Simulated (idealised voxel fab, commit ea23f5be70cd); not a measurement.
process module | voxel double patterning
cross-section cut | 245 nm wide | cells 5 nm
A cross-section is a grid of square cells, given in bands from the top down. A band is one or more rows of cells.
Each band's line starts with the height of the band's top and of its bottom, in nm. Then come its materials from left to right, each with its width in nm. One material with "throughout" fills the band from edge to edge. "air" is empty space.
Height 0 is the level under which the wafer as received is all one material. The lowest band goes on downwards, as in "0 down".
A width such as "30 to 40" changes by the same amount from each row of cells to the next, from the band's top row to its bottom row.
"no change" after a step means that no cell of the cross-section changed.
closed voids: empty space of 8 cells or more with no open way to the top, each as width x height at its distance from the left edge, in nm
after a step's settings: what the simulator itself notes on the step
overlay nm, on a step with a mask: how far to the right of its planned place the mask lay; to the left if negative
plan
1 op RECEIVE | material Si
2 op CONFORMAL_DEP | material SiN | thk nm 10
3 op DIRECTIONAL_DEP | material SiO2 | thk nm 15
4 op DIRECTIONAL_DEP | material SiCN | thk nm 10
5 op MASKED_ETCH | tone open | mask id FIRST | width nm 15 | pitch nm 50 | etch materials SiCN | depth nm 10 | overlay nm 0
6 op DIRECTIONAL_DEP | material aC | thk nm 10
7 op PATTERN | tone open | mask id SECOND | material resist | width nm 15 | pitch nm 50 | thk nm 30 | overlay nm 0
8 op DIRECTIONAL_ETCH | etch materials aC | depth nm 10
9 op STRIP | etch materials resist
10 op DIRECTIONAL_ETCH | etch materials SiCN | depth nm 10
11 op STRIP | etch materials aC
12 op DIRECTIONAL_ETCH | etch materials SiO2 | depth nm 15
13 op STRIP | etch materials SiCN
first wafer, as planned
as received, after step 1
  0 down: Si throughout
  closed voids: none
after step 2
  10 to 0: SiN throughout
  below 0: unchanged
after step 3
  25 to 10: SiO2 throughout
  below 10: unchanged
after step 4
  35 to 25: SiCN throughout
  below 25: unchanged
after step 5
  35 to 25: SiCN 65 | air 15 | SiCN 35 | air 15 | SiCN 35 | air 15 | SiCN 65
  below 25: unchanged
after step 6
  45 to 35: aC 65 | air 15 | aC 35 | air 15 | aC 35 | air 15 | aC 65
  35 to 25: SiCN 65 | aC 15 | SiCN 35 | aC 15 | SiCN 35 | aC 15 | SiCN 65
  below 25: unchanged
after step 7
  75 to 45: resist 90 | air 15 | resist 35 | air 15 | resist 90
  45 to 35: aC 65 | resist 15 | aC 35 | resist 15 | aC 35 | resist 15 | aC 65
  below 35: unchanged
after step 8
  65 to 45: resist 90 | air 15 | resist 35 | air 15 | resist 90
  45 to 35: aC 65 | resist 15 | aC 10 | air 15 | aC 10 | resist 15 | aC 10 | air 15 | aC 10 | resist 15 | aC 65
  below 35: unchanged
after step 9
  45 to 35: aC 65 | air 15 | aC 10 | air 15 | aC 10 | air 15 | aC 10 | air 15 | aC 10 | air 15 | aC 65
  below 35: unchanged
after step 10
  45 to 35: aC 65 | air 15 | aC 10 | air 15 | aC 10 | air 15 | aC 10 | air 15 | aC 10 | air 15 | aC 65
  35 to 25: SiCN 65 | aC 15 | SiCN 10 | air 15 | SiCN 10 | aC 15 | SiCN 10 | air 15 | SiCN 10 | aC 15 | SiCN 65
  below 25: unchanged
after step 11
  35 to 25: SiCN 65 | air 15 | SiCN 10 | air 15 | SiCN 10 | air 15 | SiCN 10 | air 15 | SiCN 10 | air 15 | SiCN 65
  below 25: unchanged
after step 12
  35 to 25: SiCN 65 | air 15 | SiCN 10 | air 15 | SiCN 10 | air 15 | SiCN 10 | air 15 | SiCN 10 | air 15 | SiCN 65
  25 to 10: SiO2 65 | air 15 | SiO2 10 | air 15 | SiO2 10 | air 15 | SiO2 10 | air 15 | SiO2 10 | air 15 | SiO2 65
  below 10: unchanged
after step 13
  25 to 10: SiO2 65 | air 15 | SiO2 10 | air 15 | SiO2 10 | air 15 | SiO2 10 | air 15 | SiO2 10 | air 15 | SiO2 65
  below 10: unchanged
second wafer: like start, like plan, one mistake. Through step 6 it matches the first wafer
when step 7 should have ended
  75 to 45: air 90 | resist 15 | air 35 | resist 15 | air 90
  below 45: unchanged
when step 8 should have ended
  65 to 45: air 90 | resist 15 | air 35 | resist 15 | air 90
  45 to 35: air 90 | aC 15 | air 35 | aC 15 | air 90
  35 to 25: SiCN 65 | air 15 | SiCN 35 | air 15 | SiCN 35 | air 15 | SiCN 65
  below 25: unchanged
when step 9 should have ended
  45 to 35: air 90 | aC 15 | air 35 | aC 15 | air 90
  below 35: unchanged
when step 10 should have ended
  45 to 35: air 90 | aC 15 | air 35 | aC 15 | air 90
  35 to 25: air 90 | SiCN 15 | air 35 | SiCN 15 | air 90
  below 25: unchanged
when step 11 should have ended
  35 to 25: air 90 | SiCN 15 | air 35 | SiCN 15 | air 90
  below 25: unchanged
when step 12 should have ended
  35 to 25: air 90 | SiCN 15 | air 35 | SiCN 15 | air 90
  25 to 10: air 90 | SiO2 15 | air 35 | SiO2 15 | air 90
  below 10: unchanged
when step 13 should have ended
  25 to 10: air 90 | SiO2 15 | air 35 | SiO2 15 | air 90
  below 10: unchanged
what went wrong: step 7 ran as: op PATTERN | tone cover | mask id SECOND | material resist | width nm 15 | pitch nm 50 | thk nm 30 | overlay nm 0
at the end the second wafer has, in cells: 84 fewer of SiO2
